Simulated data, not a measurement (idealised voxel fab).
process module | voxel transistor to metal
In the cross-section labelled cut, the width is 215 nm and each square cell is 5 nm.
Cross-section, as written here: a square-cell grid given band by band from the top down, where a band holds one or more rows of cells. In this notation a band is specified by the heights of its top and bottom, in that order and in nm, after which its materials appear from left to right, each paired with its width in nm. The word "everywhere" attached to a single material means that material fills the band from edge to edge; the word "blank" stands for empty space. Note: height 0 marks the level under which the wafer is uniformly one material as received. Lowest band unbounded below, written "0 down". Width: "30->40" (first number = top row, second number = bottom row, same change from row to row of cells). When a step is marked "nothing was modified", none of the cells in the cross-section changed during that step. Heads up: "Voids lacking openings" only lists the empty pockets with no open path to the top that are 8 cells or more, and it writes them as width x height at distance, distance from the left edge, in nm. If you see something after the settings on a step's line, that's the simulator's own remark about that step. overlay nm: mask right of planned place by this much (step with mask). Neg. = left. Each pair below shows a cross-section before one step and the cross-section after it, down to the lowest band that changed. The line under each pair gives the step between them, with its settings. The pairs can come from different runs of this module on the same starting wafer, so a pair continues from the pair above only where its "Prior state" says so.

PRIOR STATE
0 down: Si everywhere
Voids lacking openings: none

POST-PROCESS SECTION
0 to -5: SiO2 everywhere
Everything below -5 is unchanged.
Voids lacking openings: none
Processing between the before and after sections above: OXIDIZE with depth nm 5

Prior state: The prior state of this step coincides with the post-step cross-section of the pair just above.

POST-PROCESS SECTION
15 to 0: SiN everywhere
Everything below 0 is unchanged.
Voids lacking openings: none
Processing between the before and after sections above: CONFORMAL_DEP with material SiN, thk nm 15

Prior state: The prior state of this step coincides with the post-step cross-section of the pair just above.

POST-PROCESS SECTION
15 to 0: 60 of blank; 95 of SiN; 60 of blank
Everything below 0 is unchanged.
Voids lacking openings: none
Processing between the before and after sections above: MASKED_ETCH with tone cover, mask id ACTIVE, width nm 95, etch materials SiN, depth nm 15, overlay nm 0

Prior state: The prior state of this step coincides with the post-step cross-section of the pair just above.

POST-PROCESS SECTION
15 to 0: 60 of blank; 95 of SiN; 60 of blank
0 to -5: 60 of blank; 95 of SiO2; 60 of blank
Everything below -5 is unchanged.
Voids lacking openings: none
Processing between the before and after sections above: MASKED_ETCH with tone cover, mask id ACTIVE, width nm 95, etch materials SiO2, depth nm 5, overlay nm 0

Prior state: The prior state of this step coincides with the post-step cross-section of the pair just above.

POST-PROCESS SECTION
15 to 0: 60 of blank; 95 of SiN; 60 of blank
0 to -5: 60 of blank; 95 of SiO2; 60 of blank
-5 to -40: 60 of blank; 95 of Si; 60 of blank
Everything below -40 is unchanged.
Voids lacking openings: none
Processing between the before and after sections above: MASKED_ETCH with tone cover, mask id ACTIVE, width nm 95, etch materials Si, depth nm 35, overlay nm 0

Prior state: The prior state of this step coincides with the post-step cross-section of the pair just above.

POST-PROCESS SECTION
15 to 0: 60 of blank; 95 of SiN; 60 of blank
0 to -5: 60 of blank; 95 of SiO2; 60 of blank
-5 to -40: 60 of blank; 5 of SiO2; 85 of Si; 5 of SiO2; 60 of blank
-40 to -45: 65 of SiO2; 85 of Si; 65 of SiO2
Everything below -45 is unchanged.
Voids lacking openings: none
Processing between the before and after sections above: OXIDIZE with depth nm 5

Prior state: The prior state of this step coincides with the post-step cross-section of the pair just above.

POST-PROCESS SECTION
25 to 15: SiO2 everywhere
15 to 0: 60 of SiO2; 95 of SiN; 60 of SiO2
0 to -5: SiO2 everywhere
-5 to -45: 65 of SiO2; 85 of Si; 65 of SiO2
Everything below -45 is unchanged.
Voids lacking openings: none
Processing between the before and after sections above: FILL_DEP with material SiO2, thk nm 10

Prior state: The prior state of this step coincides with the post-step cross-section of the pair just above.

POST-PROCESS SECTION
15 to 0: 60 of SiO2; 95 of SiN; 60 of SiO2
Everything below 0 is unchanged.
Voids lacking openings: none
Processing between the before and after sections above: CMP with height nm 15

Prior state: The prior state of this step coincides with the post-step cross-section of the pair just above.

POST-PROCESS SECTION
15 to 10: 60 of blank; 95 of SiN; 60 of blank
Everything below 10 is unchanged.
Voids lacking openings: none
Processing between the before and after sections above: SELECTIVE_ETCH with etch materials SiO2, depth nm 5

Prior state: The prior state of this step coincides with the post-step cross-section of the pair just above.

POST-PROCESS SECTION
10 to 0: 60 of SiO2; 95 of blank; 60 of SiO2
Everything below 0 is unchanged.
Voids lacking openings: none
Processing between the before and after sections above: STRIP with etch materials SiN

Prior state: The prior state of this step coincides with the post-step cross-section of the pair just above.

POST-PROCESS SECTION
5 to -5: 55 of SiO2; 105 of blank; 55 of SiO2
Everything below -5 is unchanged.
Voids lacking openings: none
Processing between the before and after sections above: SELECTIVE_ETCH with etch materials SiO2, depth nm 5

Prior state: The prior state of this step coincides with the post-step cross-section of the pair just above.

POST-PROCESS SECTION
5 to -5: 55 of SiO2; 105 of blank; 55 of SiO2
-5 to -10: SiO2 everywhere
Everything below -10 is unchanged.
Voids lacking openings: none
Processing between the before and after sections above: OXIDIZE with depth nm 5

Prior state: The prior state of this step coincides with the post-step cross-section of the pair just above.

POST-PROCESS SECTION
35 to 25: 55 of polySi; 105 of blank; 55 of polySi
25 to 5: polySi everywhere
5 to -5: 55 of SiO2; 105 of polySi; 55 of SiO2
Everything below -5 is unchanged.
Voids lacking openings: none
Processing between the before and after sections above: DIRECTIONAL_DEP with material polySi, thk nm 30

Prior state: The prior state of this step coincides with the post-step cross-section of the pair just above.

POST-PROCESS SECTION
50 to 40: 55 of SiCN; 105 of blank; 55 of SiCN
40 to 35: SiCN everywhere
35 to 25: 55 of polySi; 105 of SiCN; 55 of polySi
Everything below 25 is unchanged.
Voids lacking openings: none
Processing between the before and after sections above: DIRECTIONAL_DEP with material SiCN, thk nm 15

Prior state: The prior state of this step coincides with the post-step cross-section of the pair just above.

POST-PROCESS SECTION
40 to 35: 100 of blank; 15 of SiCN; 100 of blank
35 to 25: 55 of polySi; 45 of blank; 15 of SiCN; 45 of blank; 55 of polySi
Everything below 25 is unchanged.
Voids lacking openings: none
Processing between the before and after sections above: MASKED_ETCH with tone cover, mask id GATE, width nm 15, etch materials SiCN, depth nm 25, overlay nm 0

Prior state: The prior state of this step coincides with the post-step cross-section of the pair just above.

POST-PROCESS SECTION
40 to 25: 100 of blank; 15 of SiCN; 100 of blank
25 to 5: 100 of blank; 15 of polySi; 100 of blank
5 to -5: 55 of SiO2; 45 of blank; 15 of polySi; 45 of blank; 55 of SiO2
Everything below -5 is unchanged.
Voids lacking openings: none
Processing between the before and after sections above: MASKED_ETCH with tone cover, mask id GATE, width nm 15, etch materials polySi, depth nm 40, overlay nm 0

Prior state: The prior state of this step coincides with the post-step cross-section of the pair just above.

POST-PROCESS SECTION
45 to 40: 95 of blank; 25 of SiO2; 95 of blank
40 to 25: 95 of blank; 5 of SiO2; 15 of SiCN; 5 of SiO2; 95 of blank
25 to 10: 95 of blank; 5 of SiO2; 15 of polySi; 5 of SiO2; 95 of blank
10 to 0: 60 of SiO2; 35 of blank; 5 of SiO2; 15 of polySi; 5 of SiO2; 35 of blank; 60 of SiO2
0 to -5: 100 of SiO2; 15 of polySi; 100 of SiO2
Everything below -5 is unchanged.
Voids lacking openings: none
Processing between the before and after sections above: CONFORMAL_DEP with material SiO2, thk nm 5

Prior state: The prior state of this step coincides with the post-step cross-section of the pair just above.

POST-PROCESS SECTION
40 to 25: 95 of blank; 5 of SiO2; 15 of SiCN; 5 of SiO2; 95 of blank
25 to 5: 95 of blank; 5 of SiO2; 15 of polySi; 5 of SiO2; 95 of blank
5 to -5: 60 of SiO2; 35 of blank; 5 of SiO2; 15 of polySi; 5 of SiO2; 35 of blank; 60 of SiO2
Everything below -5 is unchanged.
Voids lacking openings: none
Processing between the before and after sections above: DIRECTIONAL_ETCH with etch materials SiO2, depth nm 5

Prior state: The prior state of this step coincides with the post-step cross-section of the pair just above.

POST-PROCESS SECTION
45 to 40: 90 of blank; 35 of SiN; 90 of blank
40 to 25: 90 of blank; 5 of SiN; 5 of SiO2; 15 of SiCN; 5 of SiO2; 5 of SiN; 90 of blank
25 to 10: 90 of blank; 5 of SiN; 5 of SiO2; 15 of polySi; 5 of SiO2; 5 of SiN; 90 of blank
10 to 5: 65 of SiN; 25 of blank; 5 of SiN; 5 of SiO2; 15 of polySi; 5 of SiO2; 5 of SiN; 25 of blank; 65 of SiN
5 to 0: 60 of SiO2; 5 of SiN; 25 of blank; 5 of SiN; 5 of SiO2; 15 of polySi; 5 of SiO2; 5 of SiN; 25 of blank; 5 of SiN; 60 of SiO2
0 to -5: 60 of SiO2; 35 of SiN; 5 of SiO2; 15 of polySi; 5 of SiO2; 35 of SiN; 60 of SiO2
Everything below -5 is unchanged.
Voids lacking openings: none
Processing between the before and after sections above: CONFORMAL_DEP with material SiN, thk nm 5

Prior state: The prior state of this step coincides with the post-step cross-section of the pair just above.

POST-PROCESS SECTION
40 to 25: 90 of blank; 5 of SiN; 5 of SiO2; 15 of SiCN; 5 of SiO2; 5 of SiN; 90 of blank
25 to 5: 90 of blank; 5 of SiN; 5 of SiO2; 15 of polySi; 5 of SiO2; 5 of SiN; 90 of blank
5 to -5: 60 of SiO2; 5 of SiN; 25 of blank; 5 of SiN; 5 of SiO2; 15 of polySi; 5 of SiO2; 5 of SiN; 25 of blank; 5 of SiN; 60 of SiO2
Everything below -5 is unchanged.
Voids lacking openings: none
Processing between the before and after sections above: DIRECTIONAL_ETCH with etch materials SiN, depth nm 5

Prior state: The prior state of this step coincides with the post-step cross-section of the pair just above.

POST-PROCESS SECTION
40 to 35: 90 of blank; 5 of SiN; 5 of blank; 15 of SiCN; 5 of blank; 5 of SiN; 90 of blank
35 to 25: 90 of blank; 5 of SiN; 5 of SiO2; 15 of SiCN; 5 of SiO2; 5 of SiN; 90 of blank
25 to 5: 90 of blank; 5 of SiN; 5 of SiO2; 15 of polySi; 5 of SiO2; 5 of SiN; 90 of blank
5 to 0: 60 of blank; 5 of SiN; 25 of blank; 5 of SiN; 5 of SiO2; 15 of polySi; 5 of SiO2; 5 of SiN; 25 of blank; 5 of SiN; 60 of blank
0 to -5: 60 of SiO2; 5 of SiN; 25 of blank; 5 of SiN; 5 of SiO2; 15 of polySi; 5 of SiO2; 5 of SiN; 25 of blank; 5 of SiN; 60 of SiO2
-5 to -10: 65 of SiO2; 25 of blank; 35 of SiO2; 25 of blank; 65 of SiO2
Everything below -10 is unchanged.
Voids lacking openings: none
Processing between the before and after sections above: DIRECTIONAL_ETCH with etch materials SiO2, depth nm 5

Prior state: The prior state of this step coincides with the post-step cross-section of the pair just above.

POST-PROCESS SECTION
40 to 35: 90 of blank; 5 of SiN; 5 of blank; 15 of SiCN; 5 of blank; 5 of SiN; 90 of blank
35 to 25: 90 of blank; 5 of SiN; 5 of SiO2; 15 of SiCN; 5 of SiO2; 5 of SiN; 90 of blank
25 to 5: 90 of blank; 5 of SiN; 5 of SiO2; 15 of polySi; 5 of SiO2; 5 of SiN; 90 of blank
5 to 0: 60 of blank; 5 of SiN; 25 of blank; 5 of SiN; 5 of SiO2; 15 of polySi; 5 of SiO2; 5 of SiN; 25 of blank; 5 of SiN; 60 of blank
0 to -5: 60 of SiO2; 5 of SiN; 25 of blank; 5 of SiN; 5 of SiO2; 15 of polySi; 5 of SiO2; 5 of SiN; 25 of blank; 5 of SiN; 60 of SiO2
-5 to -10: 65 of SiO2; 25 of blank; 35 of SiO2; 25 of blank; 65 of SiO2
-10 to -25: 65 of SiO2; 25 of blank; 35 of Si; 25 of blank; 65 of SiO2
Everything below -25 is unchanged.
Voids lacking openings: none
Processing between the before and after sections above: DIRECTIONAL_ETCH with etch materials Si, depth nm 15

Prior state: The prior state of this step coincides with the post-step cross-section of the pair just above.

POST-PROCESS SECTION
40 to 35: 90 of blank; 5 of SiN; 5 of blank; 15 of SiCN; 5 of blank; 5 of SiN; 90 of blank
35 to 25: 90 of blank; 5 of SiN; 5 of SiO2; 15 of SiCN; 5 of SiO2; 5 of SiN; 90 of blank
25 to 10: 90 of blank; 5 of SiN; 5 of SiO2; 15 of polySi; 5 of SiO2; 5 of SiN; 90 of blank
10 to 5: 70 of blank; 20 of SiGe; 5 of SiN; 5 of SiO2; 15 of polySi; 5 of SiO2; 5 of SiN; 20 of SiGe; 70 of blank
5 to 0: 60 of blank; 5 of SiN; 5 of blank; 20 of SiGe; 5 of SiN; 5 of SiO2; 15 of polySi; 5 of SiO2; 5 of SiN; 20 of SiGe; 5 of blank; 5 of SiN; 60 of blank
0 to -5: 60 of SiO2; 5 of SiN; 5 of blank; 20 of SiGe; 5 of SiN; 5 of SiO2; 15 of polySi; 5 of SiO2; 5 of SiN; 20 of SiGe; 5 of blank; 5 of SiN; 60 of SiO2
-5 to -10: 65 of SiO2; 25 of SiGe; 35 of SiO2; 25 of SiGe; 65 of SiO2
-10 to -25: 65 of SiO2; 25 of SiGe; 35 of Si; 25 of SiGe; 65 of SiO2
Everything below -25 is unchanged.
Voids lacking openings: none
Processing between the before and after sections above: EPI with material SiGe, thk nm 20

Prior state: The prior state of this step coincides with the post-step cross-section of the pair just above.

POST-PROCESS SECTION
50 to 40: SiO2 everywhere
40 to 25: 90 of SiO2; 5 of SiN; 5 of SiO2; 15 of SiCN; 5 of SiO2; 5 of SiN; 90 of SiO2
25 to 10: 90 of SiO2; 5 of SiN; 5 of SiO2; 15 of polySi; 5 of SiO2; 5 of SiN; 90 of SiO2
10 to 5: 70 of SiO2; 20 of SiGe; 5 of SiN; 5 of SiO2; 15 of polySi; 5 of SiO2; 5 of SiN; 20 of SiGe; 70 of SiO2
5 to -5: 60 of SiO2; 5 of SiN; 5 of SiO2; 20 of SiGe; 5 of SiN; 5 of SiO2; 15 of polySi; 5 of SiO2; 5 of SiN; 20 of SiGe; 5 of SiO2; 5 of SiN; 60 of SiO2
Everything below -5 is unchanged.
Voids lacking openings: none
Processing between the before and after sections above: FILL_DEP with material SiO2, thk nm 10

Prior state: The prior state of this step coincides with the post-step cross-section of the pair just above.

POST-PROCESS SECTION
40 to 25: 90 of SiO2; 5 of SiN; 5 of SiO2; 15 of SiCN; 5 of SiO2; 5 of SiN; 90 of SiO2
Everything below 25 is unchanged.
Voids lacking openings: none
Processing between the before and after sections above: CMP with height nm 40

Prior state: The prior state of this step coincides with the post-step cross-section of the pair just above.

POST-PROCESS SECTION
55 to 40: SiO2 everywhere
Everything below 40 is unchanged.
Voids lacking openings: none
Processing between the before and after sections above: DIRECTIONAL_DEP with material SiO2, thk nm 15

Prior state: The prior state of this step coincides with the post-step cross-section of the pair just above.

POST-PROCESS SECTION
55 to 40: 70 of SiO2; 25 of blank; 25 of SiO2; 25 of blank; 70 of SiO2
40 to 25: 70 of SiO2; 20 of blank; 5 of SiN; 5 of SiO2; 15 of SiCN; 5 of SiO2; 5 of SiN; 20 of blank; 70 of SiO2
25 to 10: 70 of SiO2; 20 of blank; 5 of SiN; 5 of SiO2; 15 of polySi; 5 of SiO2; 5 of SiN; 20 of blank; 70 of SiO2
Everything below 10 is unchanged.
Voids lacking openings: none
Processing between the before and after sections above: MASKED_ETCH with tone open, mask id CONTACT, width nm 25, pitch nm 50, etch materials SiO2, depth nm 45, overlay nm 0

Prior state: The prior state of this step coincides with the post-step cross-section of the pair just above.

POST-PROCESS SECTION
60 to 55: 75 of TiN; 15 of blank; 35 of TiN; 15 of blank; 75 of TiN
55 to 45: 70 of SiO2; 5 of TiN; 15 of blank; 5 of TiN; 25 of SiO2; 5 of TiN; 15 of blank; 5 of TiN; 70 of SiO2
45 to 40: 70 of SiO2; 5 of TiN; 10 of blank; 10 of TiN; 25 of SiO2; 10 of TiN; 10 of blank; 5 of TiN; 70 of SiO2
40 to 25: 70 of SiO2; 5 of TiN; 10 of blank; 5 of TiN; 5 of SiN; 5 of SiO2; 15 of SiCN; 5 of SiO2; 5 of SiN; 5 of TiN; 10 of blank; 5 of TiN; 70 of SiO2
25 to 15: 70 of SiO2; 5 of TiN; 10 of blank; 5 of TiN; 5 of SiN; 5 of SiO2; 15 of polySi; 5 of SiO2; 5 of SiN; 5 of TiN; 10 of blank; 5 of TiN; 70 of SiO2
15 to 10: 70 of SiO2; 20 of TiN; 5 of SiN; 5 of SiO2; 15 of polySi; 5 of SiO2; 5 of SiN; 20 of TiN; 70 of SiO2
Everything below 10 is unchanged.
Voids lacking openings: none
Processing between the before and after sections above: CONFORMAL_DEP with material TiN, thk nm 5

Prior state: The prior state of this step coincides with the post-step cross-section of the pair just above.

POST-PROCESS SECTION
70 to 60: Ru everywhere
60 to 55: 75 of TiN; 15 of Ru; 35 of TiN; 15 of Ru; 75 of TiN
55 to 45: 70 of SiO2; 5 of TiN; 15 of Ru; 5 of TiN; 25 of SiO2; 5 of TiN; 15 of Ru; 5 of TiN; 70 of SiO2
45 to 40: 70 of SiO2; 5 of TiN; 10 of Ru; 10 of TiN; 25 of SiO2; 10 of TiN; 10 of Ru; 5 of TiN; 70 of SiO2
40 to 25: 70 of SiO2; 5 of TiN; 10 of Ru; 5 of TiN; 5 of SiN; 5 of SiO2; 15 of SiCN; 5 of SiO2; 5 of SiN; 5 of TiN; 10 of Ru; 5 of TiN; 70 of SiO2
25 to 15: 70 of SiO2; 5 of TiN; 10 of Ru; 5 of TiN; 5 of SiN; 5 of SiO2; 15 of polySi; 5 of SiO2; 5 of SiN; 5 of TiN; 10 of Ru; 5 of TiN; 70 of SiO2
Everything below 15 is unchanged.
Voids lacking openings: none
Processing between the before and after sections above: FILL_DEP with material Ru, thk nm 10

Prior state: The prior state of this step coincides with the post-step cross-section of the pair just above.

POST-PROCESS SECTION
55 to 45: 70 of SiO2; 5 of TiN; 15 of Ru; 5 of TiN; 25 of SiO2; 5 of TiN; 15 of Ru; 5 of TiN; 70 of SiO2
Everything below 45 is unchanged.
Voids lacking openings: none
Processing between the before and after sections above: CMP with height nm 55

Prior state: The prior state of this step coincides with the post-step cross-section of the pair just above.

POST-PROCESS SECTION
60 to 55: SiN everywhere
Everything below 55 is unchanged.
Voids lacking openings: none
Processing between the before and after sections above: CONFORMAL_DEP with material SiN, thk nm 5

Prior state: The prior state of this step coincides with the post-step cross-section of the pair just above.

POST-PROCESS SECTION
75 to 60: lowk everywhere
Everything below 60 is unchanged.
Voids lacking openings: none
Processing between the before and after sections above: DIRECTIONAL_DEP with material lowk, thk nm 15

Prior state: The prior state of this step coincides with the post-step cross-section of the pair just above.

POST-PROCESS SECTION
95 to 75: 70 of resist; 15 of blank; 45 of resist; 15 of blank; 70 of resist
Everything below 75 is unchanged.
Voids lacking openings: none
Processing between the before and after sections above: PATTERN with tone open, mask id METAL_1, material resist, width nm 15, pitch nm 60, thk nm 20, overlay nm 0

Prior state: The prior state of this step coincides with the post-step cross-section of the pair just above.

POST-PROCESS SECTION
95 to 75: 70 of resist; 15 of blank; 45 of resist; 15 of blank; 70 of resist
75 to 60: 70 of lowk; 15 of blank; 45 of lowk; 15 of blank; 70 of lowk
Everything below 60 is unchanged.
Voids lacking openings: none
Processing between the before and after sections above: DIRECTIONAL_ETCH with etch materials lowk, depth nm 15

Prior state: The prior state of this step coincides with the post-step cross-section of the pair just above.

POST-PROCESS SECTION
95 to 75: 70 of resist; 15 of blank; 45 of resist; 15 of blank; 70 of resist
75 to 60: 70 of lowk; 15 of blank; 45 of lowk; 15 of blank; 70 of lowk
60 to 55: 70 of SiN; 15 of blank; 45 of SiN; 15 of blank; 70 of SiN
Everything below 55 is unchanged.
Voids lacking openings: none
Processing between the before and after sections above: DIRECTIONAL_ETCH with etch materials SiN, depth nm 5

Prior state: The prior state of this step coincides with the post-step cross-section of the pair just above.

POST-PROCESS SECTION
75 to 60: 70 of lowk; 15 of blank; 45 of lowk; 15 of blank; 70 of lowk
Everything below 60 is unchanged.
Voids lacking openings: none
Processing between the before and after sections above: STRIP with etch materials resist

Prior state: The prior state of this step coincides with the post-step cross-section of the pair just above.

POST-PROCESS SECTION
80 to 75: 75 of TiN; 5 of blank; 55 of TiN; 5 of blank; 75 of TiN
75 to 60: 70 of lowk; 5 of TiN; 5 of blank; 5 of TiN; 45 of lowk; 5 of TiN; 5 of blank; 5 of TiN; 70 of lowk
60 to 55: 70 of SiN; 15 of TiN; 45 of SiN; 15 of TiN; 70 of SiN
Everything below 55 is unchanged.
Voids lacking openings: none
Processing between the before and after sections above: CONFORMAL_DEP with material TiN, thk nm 5

Prior state: The prior state of this step coincides with the post-step cross-section of the pair just above.

POST-PROCESS SECTION
85 to 80: W everywhere
80 to 75: 75 of TiN; 5 of W; 55 of TiN; 5 of W; 75 of TiN
75 to 60: 70 of lowk; 5 of TiN; 5 of W; 5 of TiN; 45 of lowk; 5 of TiN; 5 of W; 5 of TiN; 70 of lowk
Everything below 60 is unchanged.
Voids lacking openings: none
Processing between the before and after sections above: FILL_DEP with material W, thk nm 5

Prior state: The prior state of this step coincides with the post-step cross-section of the pair just above.

POST-PROCESS SECTION
75 to 60: 70 of lowk; 5 of TiN; 5 of W; 5 of TiN; 45 of lowk; 5 of TiN; 5 of W; 5 of TiN; 70 of lowk
Everything below 60 is unchanged.
Voids lacking openings: none
Processing between the before and after sections above: CMP with height nm 75

Prior state: The prior state of this step coincides with the post-step cross-section of the pair just above.

POST-PROCESS SECTION
80 to 75: 65 of blank; 25 of Ru; 35 of blank; 25 of Ru; 65 of blank
Everything below 75 is unchanged.
Voids lacking openings: none
Processing between the before and after sections above: EPI with material Ru, thk nm 5

Prior state: The prior state of this step coincides with the post-step cross-section of the pair just above.

POST-PROCESS SECTION
85 to 80: SiCN everywhere
80 to 75: 65 of SiCN; 25 of Ru; 35 of SiCN; 25 of Ru; 65 of SiCN
Everything below 75 is unchanged.
Voids lacking openings: none
Processing between the before and after sections above: FILL_DEP with material SiCN, thk nm 5

PRIOR STATE
70 to 60: Ru everywhere
60 to 55: 75 of TiN; 15 of Ru; 35 of TiN; 15 of Ru; 75 of TiN
55 to 45: 70 of SiO2; 5 of TiN; 15 of Ru; 5 of TiN; 25 of SiO2; 5 of TiN; 15 of Ru; 5 of TiN; 70 of SiO2
45 to 40: 70 of SiO2; 5 of TiN; 10 of Ru; 10 of TiN; 25 of SiO2; 10 of TiN; 10 of Ru; 5 of TiN; 70 of SiO2
40 to 25: 70 of SiO2; 5 of TiN; 10 of Ru; 5 of TiN; 5 of SiN; 5 of SiO2; 15 of SiCN; 5 of SiO2; 5 of SiN; 5 of TiN; 10 of Ru; 5 of TiN; 70 of SiO2
25 to 15: 70 of SiO2; 5 of TiN; 10 of Ru; 5 of TiN; 5 of SiN; 5 of SiO2; 15 of polySi; 5 of SiO2; 5 of SiN; 5 of TiN; 10 of Ru; 5 of TiN; 70 of SiO2
15 to 10: 70 of SiO2; 20 of TiN; 5 of SiN; 5 of SiO2; 15 of polySi; 5 of SiO2; 5 of SiN; 20 of TiN; 70 of SiO2
10 to 5: 70 of SiO2; 20 of SiGe; 5 of SiN; 5 of SiO2; 15 of polySi; 5 of SiO2; 5 of SiN; 20 of SiGe; 70 of SiO2
5 to -5: 60 of SiO2; 5 of SiN; 5 of SiO2; 20 of SiGe; 5 of SiN; 5 of SiO2; 15 of polySi; 5 of SiO2; 5 of SiN; 20 of SiGe; 5 of SiO2; 5 of SiN; 60 of SiO2
-5 to -10: 65 of SiO2; 25 of SiGe; 35 of SiO2; 25 of SiGe; 65 of SiO2
-10 to -25: 65 of SiO2; 25 of SiGe; 35 of Si; 25 of SiGe; 65 of SiO2
-25 to -45: 65 of SiO2; 85 of Si; 65 of SiO2
-45 down: Si everywhere
Voids lacking openings: none

POST-PROCESS SECTION
75 to 70: SiN everywhere
Everything below 70 is unchanged.
Voids lacking openings: none
Processing between the before and after sections above: CONFORMAL_DEP with material SiN, thk nm 5

Prior state: The prior state of this step coincides with the post-step cross-section of the pair just above.

POST-PROCESS SECTION
90 to 75: lowk everywhere
Everything below 75 is unchanged.
Voids lacking openings: none
Processing between the before and after sections above: DIRECTIONAL_DEP with material lowk, thk nm 15

Prior state: The prior state of this step coincides with the post-step cross-section of the pair just above.

POST-PROCESS SECTION
110 to 90: 70 of resist; 15 of blank; 45 of resist; 15 of blank; 70 of resist
Everything below 90 is unchanged.
Voids lacking openings: none
Processing between the before and after sections above: PATTERN with tone open, mask id METAL_1, material resist, width nm 15, pitch nm 60, thk nm 20, overlay nm 0

Prior state: The prior state of this step coincides with the post-step cross-section of the pair just above.

POST-PROCESS SECTION
110 to 90: 70 of resist; 15 of blank; 45 of resist; 15 of blank; 70 of resist
90 to 75: 70 of lowk; 15 of blank; 45 of lowk; 15 of blank; 70 of lowk
Everything below 75 is unchanged.
Voids lacking openings: none
Processing between the before and after sections above: DIRECTIONAL_ETCH with etch materials lowk, depth nm 15

Prior state: The prior state of this step coincides with the post-step cross-section of the pair just above.

POST-PROCESS SECTION
110 to 90: 70 of resist; 15 of blank; 45 of resist; 15 of blank; 70 of resist
90 to 75: 70 of lowk; 15 of blank; 45 of lowk; 15 of blank; 70 of lowk
75 to 70: 70 of SiN; 15 of blank; 45 of SiN; 15 of blank; 70 of SiN
Everything below 70 is unchanged.
Voids lacking openings: none
Processing between the before and after sections above: DIRECTIONAL_ETCH with etch materials SiN, depth nm 5

Prior state: The prior state of this step coincides with the post-step cross-section of the pair just above.

POST-PROCESS SECTION
90 to 75: 70 of lowk; 15 of blank; 45 of lowk; 15 of blank; 70 of lowk
Everything below 75 is unchanged.
Voids lacking openings: none
Processing between the before and after sections above: STRIP with etch materials resist

Prior state: The prior state of this step coincides with the post-step cross-section of the pair just above.

POST-PROCESS SECTION
95 to 90: 75 of TiN; 5 of blank; 55 of TiN; 5 of blank; 75 of TiN
90 to 75: 70 of lowk; 5 of TiN; 5 of blank; 5 of TiN; 45 of lowk; 5 of TiN; 5 of blank; 5 of TiN; 70 of lowk
75 to 70: 70 of SiN; 15 of TiN; 45 of SiN; 15 of TiN; 70 of SiN
Everything below 70 is unchanged.
Voids lacking openings: none
Processing between the before and after sections above: CONFORMAL_DEP with material TiN, thk nm 5

Prior state: The prior state of this step coincides with the post-step cross-section of the pair just above.

POST-PROCESS SECTION
100 to 95: W everywhere
95 to 90: 75 of TiN; 5 of W; 55 of TiN; 5 of W; 75 of TiN
90 to 75: 70 of lowk; 5 of TiN; 5 of W; 5 of TiN; 45 of lowk; 5 of TiN; 5 of W; 5 of TiN; 70 of lowk
Everything below 75 is unchanged.
Voids lacking openings: none
Processing between the before and after sections above: FILL_DEP with material W, thk nm 5

Prior state: The prior state of this step coincides with the post-step cross-section of the pair just above.

POST-PROCESS SECTION
75 to 70: 70 of SiN; 15 of TiN; 45 of SiN; 15 of TiN; 70 of SiN
Everything below 70 is unchanged.
Voids lacking openings: none
Processing between the before and after sections above: CMP with height nm 75

Prior state: The prior state of this step coincides with the post-step cross-section of the pair just above.

POST-PROCESS SECTION
80 to 75: 65 of blank; 25 of Ru; 35 of blank; 25 of Ru; 65 of blank
Everything below 75 is unchanged.
Voids lacking openings: none
Processing between the before and after sections above: EPI with material Ru, thk nm 5

Prior state: The prior state of this step coincides with the post-step cross-section of the pair just above.

POST-PROCESS SECTION
85 to 80: SiCN everywhere
80 to 75: 65 of SiCN; 25 of Ru; 35 of SiCN; 25 of Ru; 65 of SiCN
Everything below 75 is unchanged.
Voids lacking openings: none
Processing between the before and after sections above: FILL_DEP with material SiCN, thk nm 5

PRIOR STATE
55 to 40: SiO2 everywhere
40 to 25: 90 of SiO2; 5 of SiN; 5 of SiO2; 15 of SiCN; 5 of SiO2; 5 of SiN; 90 of SiO2
25 to 10: 90 of SiO2; 5 of SiN; 5 of SiO2; 15 of polySi; 5 of SiO2; 5 of SiN; 90 of SiO2
10 to 5: 70 of SiO2; 20 of SiGe; 5 of SiN; 5 of SiO2; 15 of polySi; 5 of SiO2; 5 of SiN; 20 of SiGe; 70 of SiO2
5 to -5: 60 of SiO2; 5 of SiN; 5 of SiO2; 20 of SiGe; 5 of SiN; 5 of SiO2; 15 of polySi; 5 of SiO2; 5 of SiN; 20 of SiGe; 5 of SiO2; 5 of SiN; 60 of SiO2
-5 to -10: 65 of SiO2; 25 of SiGe; 35 of SiO2; 25 of SiGe; 65 of SiO2
-10 to -25: 65 of SiO2; 25 of SiGe; 35 of Si; 25 of SiGe; 65 of SiO2
-25 to -45: 65 of SiO2; 85 of Si; 65 of SiO2
-45 down: Si everywhere
Voids lacking openings: none

POST-PROCESS SECTION
70 to 40: SiO2 everywhere
Everything below 40 is unchanged.
Voids lacking openings: none
Processing between the before and after sections above: DIRECTIONAL_DEP with material SiO2, thk nm 15

Prior state: The prior state of this step coincides with the post-step cross-section of the pair just above.

POST-PROCESS SECTION
70 to 40: 70 of SiO2; 25 of blank; 25 of SiO2; 25 of blank; 70 of SiO2
40 to 25: 70 of SiO2; 20 of blank; 5 of SiN; 5 of SiO2; 15 of SiCN; 5 of SiO2; 5 of SiN; 20 of blank; 70 of SiO2
Everything below 25 is unchanged.
Voids lacking openings: none
Processing between the before and after sections above: MASKED_ETCH with tone open, mask id CONTACT, width nm 25, pitch nm 50, etch materials SiO2, depth nm 45, overlay nm 0

Prior state: The prior state of this step coincides with the post-step cross-section of the pair just above.

POST-PROCESS SECTION
75 to 70: 75 of TiN; 15 of blank; 35 of TiN; 15 of blank; 75 of TiN
70 to 45: 70 of SiO2; 5 of TiN; 15 of blank; 5 of TiN; 25 of SiO2; 5 of TiN; 15 of blank; 5 of TiN; 70 of SiO2
45 to 40: 70 of SiO2; 5 of TiN; 10 of blank; 10 of TiN; 25 of SiO2; 10 of TiN; 10 of blank; 5 of TiN; 70 of SiO2
40 to 30: 70 of SiO2; 5 of TiN; 10 of blank; 5 of TiN; 5 of SiN; 5 of SiO2; 15 of SiCN; 5 of SiO2; 5 of SiN; 5 of TiN; 10 of blank; 5 of TiN; 70 of SiO2
30 to 25: 70 of SiO2; 20 of TiN; 5 of SiN; 5 of SiO2; 15 of SiCN; 5 of SiO2; 5 of SiN; 20 of TiN; 70 of SiO2
Everything below 25 is unchanged.
Voids lacking openings: none
Processing between the before and after sections above: CONFORMAL_DEP with material TiN, thk nm 5
